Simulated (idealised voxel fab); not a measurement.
A process module follows: voxel gate over fins.
Square cell edge 5 nm, section width 290 nm, ID cut.
Bands, listed from the top down, are how a cross-section gets written in this document; the cross-section itself is a grid of square cells, and a band is one or more rows of them.
Basically the band line says how high the top is and how high the bottom is, in nm, and then what's in it from left to right, every material with its width in nm. Empty space shows up as "blank", and if a single material carries "full width" it runs the full band edge to edge.
Heights are measured from 0, the level below which the as-received wafer is all one material; the lowest band has no bottom and continues downward, written as in "0 -> down".
You'd read "30->40" like this: the band's top row of cells is as wide as the first number, its bottom row is as wide as the second, and going down, every row changes width by the same amount as the row before did.
A step reported as "nothing altered" is a step in which no cell of the cross-section changed.
Any empty space of 8 cells or more lacking an open way to the top shows up in "Closed internal cavities" as width x height at distance, distance from the left edge, in nm.
The remark found on a step's line after its settings is issued by the simulator itself and pertains to that step.
You can add "overlay nm" to a step's line. For a step with a mask, it describes how far the mask lay to the right of its planned position, and a negative number describes a lay to the left.
THE PLANNED PROCESS STEPS ARE ENUMERATED HEREUNDER
1) op RECEIVE | material Si
2) op CONFORMAL_DEP | material SiN | thk nm 5
3) op PATTERN | tone cover | mask id FINS | material resist | width nm 15 | pitch nm 40 | thk nm 15 | overlay nm -15
4) op DIRECTIONAL_ETCH | etch materials SiN | depth nm 5
5) op DIRECTIONAL_ETCH | etch materials Si | depth nm 35
6) op STRIP | etch materials resist
7) op OXIDIZE | depth nm 5
8) op FILL_DEP | material SiO2 | thk nm 5
9) op CMP | height nm 5
10) op SELECTIVE_ETCH | etch materials SiO2 | depth nm 20
11) op STRIP | etch materials SiN
12) op CONFORMAL_DEP | material HfO2 | thk nm 5
13) op CONFORMAL_DEP | material TiN | thk nm 5
14) op FILL_DEP | material W | thk nm 15
15) op CMP | height nm 20
16) op CONFORMAL_DEP | material SiN | thk nm 10
All wafers enter the flow in the same state. The overlay nm at step 3 differs from wafer to wafer, and the plan gives the value for the first wafer.
FIRST OF SEVERAL WAFERS, RECEIVED AFTER STEP 1, IN CROSS-SECTION
0 -> down: Si full width
Closed internal cavities: none
ROW PER WAFER, END-OF-MODULE: CELL GAIN (+)/LOSS (-) BY MATERIAL SINCE THE WAFER CAME IN, THEN CLOSED VOIDS
overlay nm -15, +82 HfO2, -432 Si, +116 SiN, +270 SiO2, +82 TiN, +230 W, Closed internal cavities: none
overlay nm -10, +82 HfO2, -432 Si, +116 SiN, +270 SiO2, +82 TiN, +230 W, Closed internal cavities: none
overlay nm -5, +82 HfO2, -432 Si, +116 SiN, +270 SiO2, +82 TiN, +230 W, Closed internal cavities: none
overlay nm 0, +82 HfO2, -432 Si, +116 SiN, +270 SiO2, +82 TiN, +230 W, Closed internal cavities: none
overlay nm 5, +82 HfO2, -432 Si, +116 SiN, +270 SiO2, +82 TiN, +230 W, Closed internal cavities: none
overlay nm 10, +82 HfO2, -432 Si, +116 SiN, +270 SiO2, +82 TiN, +230 W, Closed internal cavities: none
overlay nm 15, +82 HfO2, -432 Si, +116 SiN, +270 SiO2, +82 TiN, +230 W, Closed internal cavities: none
